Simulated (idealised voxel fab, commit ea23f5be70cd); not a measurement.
The process module that follows is named voxel transistor to metal.
For reference, the cross-section in this document is cut, with width 205 nm and square cells of 5 nm.
Cross-section layout: square cells on a grid; listed as bands, top to bottom; a band spans one or more cell rows. Band: top height; bottom height; in nm. Then, left to right: material with width in nm, for each material. "throughout": a single material spanning edge to edge. "blank": empty space. Beneath 0, the wafer as received is one material, and that level is where height counting begins. The lowest band goes on downward without a bottom; it is written like "0 down". A width such as "30 to 40" changes by the same amount from each row of cells to the next, from the band's top row to its bottom row. No cell of the cross-section changed in a step that is given as "nothing changed". Empty spaces without an open route to the top, at least 8 cells in extent, make up the entry "Closed cavity list"; each is given as width x height at distance, where the distance is measured from the left edge, and all are in nm. Read whatever lies past the settings on a step's line as the simulator's own remark about the step. A step line may carry the setting "overlay nm", which, for steps involving a mask, states the distance by which the mask lay to the right of its intended position; negative values denote displacement to the left.

-- So here's the lineup of process steps we planned
1) RECEIVE (material Si)
2) CONFORMAL_DEP (material SiO2; thk nm 5)
3) CONFORMAL_DEP (material SiN; thk nm 15)
4) MASKED_ETCH (tone cover; mask id ACTIVE; width nm 105; etch materials SiN; depth nm 15; overlay nm 0)
5) MASKED_ETCH (tone cover; mask id ACTIVE; width nm 105; etch materials SiO2; depth nm 5; overlay nm 0)
6) MASKED_ETCH (tone cover; mask id ACTIVE; width nm 105; etch materials Si; depth nm 35; overlay nm 0)
7) FILL_DEP (material SiO2; thk nm 15)
8) CMP (height nm 20)
9) SELECTIVE_ETCH (etch materials SiO2; depth nm 5)
10) STRIP (etch materials SiN)
11) SELECTIVE_ETCH (etch materials SiO2; depth nm 5)
12) OXIDIZE (depth nm 5)
13) DIRECTIONAL_DEP (material polySi; thk nm 20)
14) DIRECTIONAL_DEP (material SiCN; thk nm 15)
15) DIRECTIONAL_DEP (material aC; thk nm 10)
16) PATTERN (tone cover; mask id GATE; material resist; width nm 15; thk nm 30; overlay nm 0)
17) DIRECTIONAL_ETCH (etch materials aC; depth nm 10)
18) STRIP (etch materials resist)
19) DIRECTIONAL_ETCH (etch materials SiCN; depth nm 25)
20) DIRECTIONAL_ETCH (etch materials polySi; depth nm 30)
21) STRIP (etch materials aC)
22) CONFORMAL_DEP (material SiO2; thk nm 5)
23) DIRECTIONAL_ETCH (etch materials SiO2; depth nm 5)
24) CONFORMAL_DEP (material SiN; thk nm 5)
25) DIRECTIONAL_ETCH (etch materials SiN; depth nm 5)
26) DIRECTIONAL_ETCH (etch materials SiO2; depth nm 5)
27) DIRECTIONAL_ETCH (etch materials Si; depth nm 15)
28) EPI (material nSi; thk nm 15)
29) FILL_DEP (material SiO2; thk nm 5)
30) CMP (height nm 35)
31) DIRECTIONAL_DEP (material SiO2; thk nm 5)
32) DIRECTIONAL_DEP (material aC; thk nm 15)
33) PATTERN (tone open; mask id CONTACT; material resist; width nm 35; pitch nm 60; thk nm 30; overlay nm 0)
34) DIRECTIONAL_ETCH (etch materials aC; depth nm 15)
35) STRIP (etch materials resist)
36) DIRECTIONAL_ETCH (etch materials SiO2; depth nm 40)
37) STRIP (etch materials aC)
38) CONFORMAL_DEP (material TiN; thk nm 5)
39) FILL_DEP (material Ru; thk nm 10)
40) CMP (height nm 50)
41) DIRECTIONAL_DEP (material TiN; thk nm 5)
42) DIRECTIONAL_DEP (material W; thk nm 15)
43) PATTERN (tone cover; mask id METAL_1; material resist; width nm 20; pitch nm 75; thk nm 15; overlay nm 0)
44) DIRECTIONAL_ETCH (etch materials W; depth nm 15)
45) DIRECTIONAL_ETCH (etch materials TiN; depth nm 5)
46) STRIP (etch materials resist)
47) FILL_DEP (material lowk; thk nm 5)
48) CMP (height nm 70)
49) CONFORMAL_DEP (material SiN; thk nm 5)
The wafers in this document start out alike and differ in the thk nm applied at step 31; the plan shows the value used for the first wafer.

-- Received condition of the first of several wafers, sectioned: post-step 1
> 0 down | Si throughout
> Closed cavity list: none

-- Cross-section of the first of several wafers once the module has run through its last step, step 49
> 75 to 70 | SiN throughout
> 70 to 55 | lowk (55), W (20), lowk (55), W (20), lowk (55)
> 55 to 50 | lowk (55), TiN (20), lowk (55), TiN (20), lowk (55)
> 50 to 45 | Ru throughout
> 45 to 40 | TiN (60), Ru (25), TiN (35), Ru (25), TiN (60)
> 40 to 35 | SiO2 (55), TiN (5), Ru (20), TiN (10), SiO2 (25), TiN (10), Ru (20), TiN (5), SiO2 (55)
> 35 to 20 | SiO2 (55), TiN (5), Ru (20), TiN (5), SiN (5), SiO2 (5), SiCN (15), SiO2 (5), SiN (5), TiN (5), Ru (20), TiN (5), SiO2 (55)
> 20 to 15 | SiO2 (55), TiN (5), Ru (20), TiN (5), SiN (5), SiO2 (5), polySi (15), SiO2 (5), SiN (5), TiN (5), Ru (20), TiN (5), SiO2 (55)
> 15 to 10 | SiO2 (55), TiN (30), SiN (5), SiO2 (5), polySi (15), SiO2 (5), SiN (5), TiN (30), SiO2 (55)
> 10 to 0 | SiO2 (50), SiN (5), nSi (30), SiN (5), SiO2 (5), polySi (15), SiO2 (5), SiN (5), nSi (30), SiN (5), SiO2 (50)
> 0 to -5 | SiO2 (55), nSi (30), SiO2 (35), nSi (30), SiO2 (55)
> -5 to -20 | SiO2 (50), Si (5), nSi (30), Si (35), nSi (30), Si (5), SiO2 (50)
> -20 to -35 | SiO2 (50), Si (105), SiO2 (50)
> -35 down | Si throughout
> Closed cavity list: none

-- End of module: cross-section, last of several wafers
> 75 to 70 | SiN throughout
> 70 to 55 | lowk (55), W (20), lowk (55), W (20), lowk (55)
> 55 to 50 | lowk (55), TiN (20), lowk (55), TiN (20), lowk (55)
> 50 to 40 | SiO2 (55), TiN (5), Ru (25), TiN (5), SiO2 (25), TiN (5), Ru (25), TiN (5), SiO2 (55)
> 40 to 35 | SiO2 (55), TiN (5), Ru (20), TiN (10), SiO2 (25), TiN (10), Ru (20), TiN (5), SiO2 (55)
> 35 to 30 | SiO2 (55), TiN (5), Ru (20), TiN (5), SiN (5), SiO2 (5), SiCN (15), SiO2 (5), SiN (5), TiN (5), Ru (20), TiN (5), SiO2 (55)
> 30 to 25 | SiO2 (55), TiN (30), SiN (5), SiO2 (5), SiCN (15), SiO2 (5), SiN (5), TiN (30), SiO2 (55)
> 25 to 20 | SiO2 (85), SiN (5), SiO2 (5), SiCN (15), SiO2 (5), SiN (5), SiO2 (85)
> 20 to 10 | SiO2 (85), SiN (5), SiO2 (5), polySi (15), SiO2 (5), SiN (5), SiO2 (85)
> 10 to 0 | SiO2 (50), SiN (5), nSi (30), SiN (5), SiO2 (5), polySi (15), SiO2 (5), SiN (5), nSi (30), SiN (5), SiO2 (50)
> 0 to -5 | SiO2 (55), nSi (30), SiO2 (35), nSi (30), SiO2 (55)
> -5 to -20 | SiO2 (50), Si (5), nSi (30), Si (35), nSi (30), Si (5), SiO2 (50)
> -20 to -35 | SiO2 (50), Si (105), SiO2 (50)
> -35 down | Si throughout
> Closed cavity list: none

-- Take any row and you have a wafer at the end of the module: how many cells of each material it has gained (+) or lost (-) since it was received, and then its closed voids
thk nm 5; +91 Ru; -197 Si; +9 SiCN; +59 SiN; +340 SiO2; +73 TiN; +24 W; +132 lowk; +72 nSi; +12 polySi; Closed cavity list: none
thk nm 10; +60 Ru; -197 Si; +9 SiCN; +59 SiN; +367 SiO2; +77 TiN; +24 W; +132 lowk; +72 nSi; +12 polySi; Closed cavity list: none
thk nm 15; +60 Ru; -197 Si; +9 SiCN; +59 SiN; +394 SiO2; +50 TiN; +24 W; +132 lowk; +72 nSi; +12 polySi; Closed cavity list: none
thk nm 20; +52 Ru; -197 Si; +9 SiCN; +59 SiN; +406 SiO2; +46 TiN; +24 W; +132 lowk; +72 nSi; +12 polySi; Closed cavity list: none
thk nm 25; +44 Ru; -197 Si; +9 SiCN; +59 SiN; +418 SiO2; +42 TiN; +24 W; +132 lowk; +72 nSi; +12 polySi; Closed cavity list: none
thk nm 30; +36 Ru; -197 Si; +9 SiCN; +59 SiN; +430 SiO2; +38 TiN; +24 W; +132 lowk; +72 nSi; +12 polySi; Closed cavity list: none
